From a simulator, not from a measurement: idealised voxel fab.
The following is a process module called voxel released beams.
Section cut is 200 nm wide and gridded with 5 nm square cells.
Cross-sections here: square-cell grids, written as top-down lists of bands, a band being one or more rows of cells.
This entry defines a band. It first specifies the height of the band's top and the height of its bottom in nm, and then specifies the band's materials from left to right, stating each material with its width in nm. The word "everywhere" identifies a single material that fills the band from edge to edge, while the word "blank" identifies empty space.
The level at which height equals 0 is the one under which the wafer, as it arrives, is entirely one material. No lower edge exists for the bottom band, which continues downward and is notated as in "from 0 down".
Graded width ("30 to 40"): value in top row of band = first number; value in bottom row = second number; row-to-row change constant.
A step reported as "changes: none" is a step in which no cell of the cross-section changed.
"Enclosed empty spaces" contains a list of empty spaces, each no smaller than 8 cells and without an open way to the top, written in the form width x height at distance with the distance from the left edge and all three in nm.
Whatever follows a step's settings on its line is a remark the simulator itself makes about that step.
overlay nm: for a step with a mask, the amount by which the mask lay right of where it was planned; a negative amount means left of it.
[Below is the list of planned process steps]
step 1: RECEIVE,material Si
step 2: CONFORMAL_DEP,material SiN,thk nm 5
step 3: DIRECTIONAL_DEP,material SiO2,thk nm 15
step 4: DIRECTIONAL_DEP,material aC,thk nm 15
step 5: PATTERN,tone open,mask id ANCHOR,material resist,width nm 45,thk nm 30,overlay nm 0
step 6: DIRECTIONAL_ETCH,etch materials aC,depth nm 15
step 7: STRIP,etch materials resist
step 8: DIRECTIONAL_ETCH,etch materials SiO2,depth nm 15
step 9: STRIP,etch materials aC
step 10: CONFORMAL_DEP,material W,thk nm 15
step 11: PATTERN,tone cover,mask id BEAM,material resist,width nm 90,thk nm 20,overlay nm 0
step 12: DIRECTIONAL_ETCH,etch materials W,depth nm 15
step 13: STRIP,etch materials resist
step 14: STRIP,etch materials SiO2
[Cross-section, incoming material, after step 1]
from 0 down | Si everywhere
Enclosed empty spaces: none
[Final cross-section, module run with one mistake (start and plan as above)]
from 35 to 20 | blank 40, then W 30, then blank 15, then W 45, then blank 70
from 20 to 5 | blank 55, then W 45, then blank 100
from 5 to 0 | SiN everywhere
from 0 down | Si everywhere
Enclosed empty spaces: none
Deviation noted in wafer processing: for step 11, the planned setting was not used; the step was instead run as PATTERN,tone cover,mask id BEAM,material resist,width nm 90,thk nm 20,overlay nm -10
